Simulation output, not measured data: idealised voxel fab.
Process module name: voxel gate over fins
cross-section cut | 295 nm wide | cells 5 nm
Cross-section spec: square-cell grid; bands listed top down; each band is one or more rows.
What a band's entry tells you: where the top is and where the bottom is, as heights in nm, and after that what lies inside, material by material from left to right, each with its width in nm. Empty space is written as the word "air", and a single material marked with the word "all across" occupies the band from edge to edge.
Counting heights begins at 0, where everything beneath is, in the wafer as received, one material. The lowest band has no bottom; it goes on downwards, as "0 and below" shows.
With a width like "30 to 40", each row of cells in the band differs from the next by the same amount, the top row carrying the first number and the bottom row the second.
It should be understood that the words "all unchanged", when stated for a given step, signify that the cross-section underwent no change in any of its cells during that step.
Closed-off voids of 8+ cells (no open route to the top) go in "Tabulated closed voids", written width x height at distance from the left edge, in nm.
Heads up: the bit after the settings on a step's line is the simulator's remark on that step.
overlay nm: for a step with a mask, the amount by which the mask lay right of where it was planned; a negative amount means left of it.
**Intended process steps**
step 1: RECEIVE (material Si)
step 2: CONFORMAL_DEP (material SiN; thk nm 10)
step 3: PATTERN (tone cover; mask id FINS; material resist; width nm 15; pitch nm 45; thk nm 15; overlay nm 0)
step 4: DIRECTIONAL_ETCH (etch materials SiN; depth nm 10)
step 5: DIRECTIONAL_ETCH (etch materials Si; depth nm 40)
step 6: STRIP (etch materials resist)
step 7: OXIDIZE (depth nm 5)
step 8: FILL_DEP (material SiO2; thk nm 15)
step 9: CMP (height nm 10)
step 10: SELECTIVE_ETCH (etch materials SiO2; depth nm 25)
step 11: STRIP (etch materials SiN)
step 12: CONFORMAL_DEP (material HfO2; thk nm 5)
step 13: CONFORMAL_DEP (material TiN; thk nm 5)
step 14: CONFORMAL_DEP (material TiAl; thk nm 5)
step 15: CONFORMAL_DEP (material TiN; thk nm 5)
step 16: FILL_DEP (material W; thk nm 15)
step 17: CMP (height nm 30)
step 18: CONFORMAL_DEP (material SiCN; thk nm 5)
**Run as planned: first of two wafers**
**Wafer at receipt (post step 1), cross-section**
0 and below | Si all across
Tabulated closed voids: none
**after step 2**
10 down to 0 | SiN all across
Everything under 0 stays put, no change at all.
**after step 3**
25 down to 10 | air 70 nm / resist 15 nm / air 30 nm / resist 15 nm / air 30 nm / resist 15 nm / air 30 nm / resist 15 nm / air 75 nm
Everything under 10 stays put, no change at all.
**after step 4**
25 down to 10 | air 70 nm / resist 15 nm / air 30 nm / resist 15 nm / air 30 nm / resist 15 nm / air 30 nm / resist 15 nm / air 75 nm
10 down to 0 | air 70 nm / SiN 15 nm / air 30 nm / SiN 15 nm / air 30 nm / SiN 15 nm / air 30 nm / SiN 15 nm / air 75 nm
Everything under 0 stays put, no change at all.
**after step 5**
25 down to 10 | air 70 nm / resist 15 nm / air 30 nm / resist 15 nm / air 30 nm / resist 15 nm / air 30 nm / resist 15 nm / air 75 nm
10 down to 0 | air 70 nm / SiN 15 nm / air 30 nm / SiN 15 nm / air 30 nm / SiN 15 nm / air 30 nm / SiN 15 nm / air 75 nm
0 down to -40 | air 70 nm / Si 15 nm / air 30 nm / Si 15 nm / air 30 nm / Si 15 nm / air 30 nm / Si 15 nm / air 75 nm
Everything under -40 stays put, no change at all.
**after step 6**
10 down to 0 | air 70 nm / SiN 15 nm / air 30 nm / SiN 15 nm / air 30 nm / SiN 15 nm / air 30 nm / SiN 15 nm / air 75 nm
Everything under 0 stays put, no change at all.
**after step 7**
10 down to 0 | air 70 nm / SiN 15 nm / air 30 nm / SiN 15 nm / air 30 nm / SiN 15 nm / air 30 nm / SiN 15 nm / air 75 nm
0 down to -40 | air 70 nm / SiO2 5 nm / Si 5 nm / SiO2 5 nm / air 30 nm / SiO2 5 nm / Si 5 nm / SiO2 5 nm / air 30 nm / SiO2 5 nm / Si 5 nm / SiO2 5 nm / air 30 nm / SiO2 5 nm / Si 5 nm / SiO2 5 nm / air 75 nm
-40 down to -45 | SiO2 75 nm / Si 5 nm / SiO2 40 nm / Si 5 nm / SiO2 40 nm / Si 5 nm / SiO2 40 nm / Si 5 nm / SiO2 80 nm
Everything under -45 stays put, no change at all.
**after step 8**
25 down to 10 | SiO2 all across
10 down to 0 | SiO2 70 nm / SiN 15 nm / SiO2 30 nm / SiN 15 nm / SiO2 30 nm / SiN 15 nm / SiO2 30 nm / SiN 15 nm / SiO2 75 nm
0 down to -45 | SiO2 75 nm / Si 5 nm / SiO2 40 nm / Si 5 nm / SiO2 40 nm / Si 5 nm / SiO2 40 nm / Si 5 nm / SiO2 80 nm
Everything under -45 stays put, no change at all.
**after step 9**
10 down to 0 | SiO2 70 nm / SiN 15 nm / SiO2 30 nm / SiN 15 nm / SiO2 30 nm / SiN 15 nm / SiO2 30 nm / SiN 15 nm / SiO2 75 nm
Everything under 0 stays put, no change at all.
**after step 10**
10 down to 0 | air 70 nm / SiN 15 nm / air 30 nm / SiN 15 nm / air 30 nm / SiN 15 nm / air 30 nm / SiN 15 nm / air 75 nm
0 down to -15 | air 75 nm / Si 5 nm / air 40 nm / Si 5 nm / air 40 nm / Si 5 nm / air 40 nm / Si 5 nm / air 80 nm
Everything under -15 stays put, no change at all.
**after step 11**
0 down to -15 | air 75 nm / Si 5 nm / air 40 nm / Si 5 nm / air 40 nm / Si 5 nm / air 40 nm / Si 5 nm / air 80 nm
Everything under -15 stays put, no change at all.
**after step 12**
5 down to 0 | air 70 nm / HfO2 15 nm / air 30 nm / HfO2 15 nm / air 30 nm / HfO2 15 nm / air 30 nm / HfO2 15 nm / air 75 nm
0 down to -10 | air 70 nm / HfO2 5 nm / Si 5 nm / HfO2 5 nm / air 30 nm / HfO2 5 nm / Si 5 nm / HfO2 5 nm / air 30 nm / HfO2 5 nm / Si 5 nm / HfO2 5 nm / air 30 nm / HfO2 5 nm / Si 5 nm / HfO2 5 nm / air 75 nm
-10 down to -15 | HfO2 75 nm / Si 5 nm / HfO2 40 nm / Si 5 nm / HfO2 40 nm / Si 5 nm / HfO2 40 nm / Si 5 nm / HfO2 80 nm
Everything under -15 stays put, no change at all.
**after step 13**
10 down to 5 | air 65 nm / TiN 25 nm / air 20 nm / TiN 25 nm / air 20 nm / TiN 25 nm / air 20 nm / TiN 25 nm / air 70 nm
5 down to 0 | air 65 nm / TiN 5 nm / HfO2 15 nm / TiN 5 nm / air 20 nm / TiN 5 nm / HfO2 15 nm / TiN 5 nm / air 20 nm / TiN 5 nm / HfO2 15 nm / TiN 5 nm / air 20 nm / TiN 5 nm / HfO2 15 nm / TiN 5 nm / air 70 nm
0 down to -5 | air 65 nm / TiN 5 nm / HfO2 5 nm / Si 5 nm / HfO2 5 nm / TiN 5 nm / air 20 nm / TiN 5 nm / HfO2 5 nm / Si 5 nm / HfO2 5 nm / TiN 5 nm / air 20 nm / TiN 5 nm / HfO2 5 nm / Si 5 nm / HfO2 5 nm / TiN 5 nm / air 20 nm / TiN 5 nm / HfO2 5 nm / Si 5 nm / HfO2 5 nm / TiN 5 nm / air 70 nm
-5 down to -10 | TiN 70 nm / HfO2 5 nm / Si 5 nm / HfO2 5 nm / TiN 30 nm / HfO2 5 nm / Si 5 nm / HfO2 5 nm / TiN 30 nm / HfO2 5 nm / Si 5 nm / HfO2 5 nm / TiN 30 nm / HfO2 5 nm / Si 5 nm / HfO2 5 nm / TiN 75 nm
Everything under -10 stays put, no change at all.
**after step 14**
15 down to 10 | air 60 nm / TiAl 35 nm / air 10 nm / TiAl 35 nm / air 10 nm / TiAl 35 nm / air 10 nm / TiAl 35 nm / air 65 nm
10 down to 5 | air 60 nm / TiAl 5 nm / TiN 25 nm / TiAl 5 nm / air 10 nm / TiAl 5 nm / TiN 25 nm / TiAl 5 nm / air 10 nm / TiAl 5 nm / TiN 25 nm / TiAl 5 nm / air 10 nm / TiAl 5 nm / TiN 25 nm / TiAl 5 nm / air 65 nm
5 down to 0 | air 60 nm / TiAl 5 nm / TiN 5 nm / HfO2 15 nm / TiN 5 nm / TiAl 5 nm / air 10 nm / TiAl 5 nm / TiN 5 nm / HfO2 15 nm / TiN 5 nm / TiAl 5 nm / air 10 nm / TiAl 5 nm / TiN 5 nm / HfO2 15 nm / TiN 5 nm / TiAl 5 nm / air 10 nm / TiAl 5 nm / TiN 5 nm / HfO2 15 nm / TiN 5 nm / TiAl 5 nm / air 65 nm
0 down to -5 | TiAl 65 nm / TiN 5 nm / HfO2 5 nm / Si 5 nm / HfO2 5 nm / TiN 5 nm / TiAl 20 nm / TiN 5 nm / HfO2 5 nm / Si 5 nm / HfO2 5 nm / TiN 5 nm / TiAl 20 nm / TiN 5 nm / HfO2 5 nm / Si 5 nm / HfO2 5 nm / TiN 5 nm / TiAl 20 nm / TiN 5 nm / HfO2 5 nm / Si 5 nm / HfO2 5 nm / TiN 5 nm / TiAl 70 nm
Everything under -5 stays put, no change at all.
**after step 15**
20 down to 15 | air 55 nm / TiN 180 nm / air 60 nm
15 down to 10 | air 55 nm / TiN 5 nm / TiAl 35 nm / TiN 10 nm / TiAl 35 nm / TiN 10 nm / TiAl 35 nm / TiN 10 nm / TiAl 35 nm / TiN 5 nm / air 60 nm
10 down to 5 | air 55 nm / TiN 5 nm / TiAl 5 nm / TiN 25 nm / TiAl 5 nm / TiN 10 nm / TiAl 5 nm / TiN 25 nm / TiAl 5 nm / TiN 10 nm / TiAl 5 nm / TiN 25 nm / TiAl 5 nm / TiN 10 nm / TiAl 5 nm / TiN 25 nm / TiAl 5 nm / TiN 5 nm / air 60 nm
5 down to 0 | TiN 60 nm / TiAl 5 nm / TiN 5 nm / HfO2 15 nm / TiN 5 nm / TiAl 5 nm / TiN 10 nm / TiAl 5 nm / TiN 5 nm / HfO2 15 nm / TiN 5 nm / TiAl 5 nm / TiN 10 nm / TiAl 5 nm / TiN 5 nm / HfO2 15 nm / TiN 5 nm / TiAl 5 nm / TiN 10 nm / TiAl 5 nm / TiN 5 nm / HfO2 15 nm / TiN 5 nm / TiAl 5 nm / TiN 65 nm
Everything under 0 stays put, no change at all.
**after step 16**
35 down to 20 | W all across
20 down to 15 | W 55 nm / TiN 180 nm / W 60 nm
15 down to 10 | W 55 nm / TiN 5 nm / TiAl 35 nm / TiN 10 nm / TiAl 35 nm / TiN 10 nm / TiAl 35 nm / TiN 10 nm / TiAl 35 nm / TiN 5 nm / W 60 nm
10 down to 5 | W 55 nm / TiN 5 nm / TiAl 5 nm / TiN 25 nm / TiAl 5 nm / TiN 10 nm / TiAl 5 nm / TiN 25 nm / TiAl 5 nm / TiN 10 nm / TiAl 5 nm / TiN 25 nm / TiAl 5 nm / TiN 10 nm / TiAl 5 nm / TiN 25 nm / TiAl 5 nm / TiN 5 nm / W 60 nm
Everything under 5 stays put, no change at all.
**after step 17**
30 down to 20 | W all across
Everything under 20 stays put, no change at all.
**after step 18**
35 down to 30 | SiCN all across
Everything under 30 stays put, no change at all.
**Wafer two. Same start, same plan, one slip in execution. Same as wafer one through step 1, inclusive**
**Cross-section, second wafer, at the end time the plan gives for step 2**
10 down to 0 | HfO2 all across
Everything under 0 stays put, no change at all.
**Cross-section, second wafer, at the end time the plan gives for step 3**
25 down to 10 | air 70 nm / resist 15 nm / air 30 nm / resist 15 nm / air 30 nm / resist 15 nm / air 30 nm / resist 15 nm / air 75 nm
Everything under 10 stays put, no change at all.
Cross-section, second wafer, at the end time the plan gives for step 4: all unchanged
Cross-section, second wafer, at the end time the plan gives for step 5: all unchanged
**Cross-section, second wafer, at the end time the plan gives for step 6**
10 down to 0 | HfO2 all across
Everything under 0 stays put, no change at all.
Cross-section, second wafer, at the end time the plan gives for step 7: all unchanged
**Cross-section, second wafer, at the end time the plan gives for step 8**
25 down to 10 | SiO2 all across
Everything under 10 stays put, no change at all.
**Cross-section, second wafer, at the end time the plan gives for step 9**
10 down to 0 | HfO2 all across
Everything under 0 stays put, no change at all.
Cross-section, second wafer, at the end time the plan gives for step 10: all unchanged
Cross-section, second wafer, at the end time the plan gives for step 11: all unchanged
**Cross-section, second wafer, at the end time the plan gives for step 12**
15 down to 0 | HfO2 all across
Everything under 0 stays put, no change at all.
**Cross-section, second wafer, at the end time the plan gives for step 13**
20 down to 15 | TiN all across
Everything under 15 stays put, no change at all.
**Cross-section, second wafer, at the end time the plan gives for step 14**
25 down to 20 | TiAl all across
Everything under 20 stays put, no change at all.
**Cross-section, second wafer, at the end time the plan gives for step 15**
30 down to 25 | TiN all across
Everything under 25 stays put, no change at all.
**Cross-section, second wafer, at the end time the plan gives for step 16**
45 down to 30 | W all across
Everything under 30 stays put, no change at all.
**Cross-section, second wafer, at the end time the plan gives for step 17**
30 down to 25 | TiN all across
Everything under 25 stays put, no change at all.
**Cross-section, second wafer, at the end time the plan gives for step 18**
35 down to 30 | SiCN all across
Everything under 30 stays put, no change at all.
Where did the run depart from the plan? step 2 deviated from plan and actually ran as CONFORMAL_DEP (material HfO2; thk nm 10)
Cell-count delta at end, second wafer over first, by material: 94 more of HfO2; 495 more of Si; 330 fewer of SiO2; 24 fewer of TiAl; 48 fewer of TiN; 187 fewer of W
